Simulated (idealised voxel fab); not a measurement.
process module | voxel ribs on slabs
cross-section cut | 190 nm wide | cells 5 nm
A cross-section is a grid of square cells, given in bands from the top down. A band is one or more rows of cells.
Each band's line starts with the height of the band's top and of its bottom, in nm. Then come its materials from left to right, each with its width in nm. One material with "throughout" fills the band from edge to edge. "air" is empty space.
Height 0 is the level under which the wafer as received is all one material. The lowest band goes on downwards, as in "0 down".
A width such as "30 to 40" changes by the same amount from each row of cells to the next, from the band's top row to its bottom row.
"no change" after a step means that no cell of the cross-section changed.
closed voids: empty space of 8 cells or more with no open way to the top, each as width x height at its distance from the left edge, in nm
after a step's settings: what the simulator itself notes on the step
overlay nm, on a step with a mask: how far to the right of its planned place the mask lay; to the left if negative
plan
1 op RECEIVE | material Si
2 op DIRECTIONAL_DEP | material SiO2 | thk nm 20
3 op DIRECTIONAL_DEP | material polySi | thk nm 25
4 op DIRECTIONAL_DEP | material aC | thk nm 10
5 op PATTERN | tone cover | mask id RIB | material resist | width nm 25 | thk nm 25 | overlay nm 0
6 op DIRECTIONAL_ETCH | etch materials aC | depth nm 10
7 op STRIP | etch materials resist
8 op DIRECTIONAL_ETCH | etch materials polySi | depth nm 10
9 op STRIP | etch materials aC
10 op PATTERN | tone cover | mask id SLAB | material resist | width nm 75 | thk nm 20 | overlay nm 0
11 op DIRECTIONAL_ETCH | etch materials polySi | depth nm 15
12 op STRIP | etch materials resist
13 op FILL_DEP | material SiO2 | thk nm 25
14 op CMP | height nm 65
15 op DIRECTIONAL_DEP | material W | thk nm 5
16 op MASKED_ETCH | tone cover | mask id HEATER | width nm 35 | etch materials W | depth nm 5 | overlay nm 0
17 op CONFORMAL_DEP | material SiN | thk nm 5
as received, after step 1
  0 down: Si throughout
  closed voids: none
a wafer at the end: this start, this plan, one mistake
  75 to 70: air 70 | SiN 45 | air 75
  70 to 65: SiN 75 | W 35 | SiN 80
  65 to 60: SiO2 80 | polySi 25 | SiO2 85
  60 to 45: SiO2 55 | polySi 75 | SiO2 60
  45 to 20: polySi throughout
  20 to 0: SiO2 throughout
  0 down: Si throughout
  closed voids: none
what went wrong: step 3 was run twice
